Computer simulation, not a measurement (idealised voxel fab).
This section sets out a process module, namely voxel plated lines.
Cross-section cut: width 245 nm, square cells of 5 nm.
Square cells in a grid make up a cross-section in this document, and the grid is given as bands, listed from the top down, each one or more rows of cells.
Top height, bottom height, nm. Materials left to right, width each, nm. Single material + "full width" = fills band edge to edge. "blank" = empty.
Zero point of the height axis is 0; under it, received wafer = one material. Lowest band: continues down indefinitely, "0..down".
The notation "30..40" denotes a width that varies across the rows of cells in the band, beginning at the first number in the top row, finishing at the second number in the bottom row, and changing by an identical amount from each row to the next.
Key: "nothing was modified" - step with no changed cell in the cross-section.
"Sealed void list": empty spaces of 8 cells or more with no open way to the top, each given as width x height at distance, distance from the left edge, all in nm.
Formally, on a step line, whatever follows the settings is a remark that the simulator itself makes on the step.
Among the settings permitted on a step's line is "overlay nm"; applied to a step with a mask, it specifies the extent to which the mask lay to the right of its planned position, whereas a negative figure signifies a position to the left.

## So here's the lineup of process steps we planned
1,RECEIVE with material Si
2,CONFORMAL_DEP with material SiO2, thk nm 10
3,DIRECTIONAL_DEP with material TiN, thk nm 5
4,PATTERN with tone open, mask id LINES, material resist, width nm 15, pitch nm 35, thk nm 25, overlay nm 0
5,EPI with material Ru, thk nm 5
6,EPI with material Ru, thk nm 10
7,STRIP with etch materials resist
8,DIRECTIONAL_ETCH with etch materials TiN, depth nm 5
9,CONFORMAL_DEP with material SiCN, thk nm 5

## Wafer as received: cross-section following step 1
* 0..down: Si full width
* Sealed void list: none

## Wafer cross-section at end of module: start and plan as shown above, one execution error
* 35..30: blank 90, SiCN 30, blank 5, SiCN 30, blank 90
* 30..15: blank 90, SiCN 5, Ru 20, SiCN 5, blank 5, SiCN 5, Ru 20, SiCN 5, blank 90
* 15..10: SiCN 95, TiN 20, SiCN 15, TiN 20, SiCN 95
* 10..0: SiO2 full width
* 0..down: Si full width
* Sealed void list: none
What broke from the plan during processing? for step 4, the planned setting was not used; the step was instead run as PATTERN with tone open, mask id LINES, material resist, width nm 20, pitch nm 35, thk nm 25, overlay nm 0
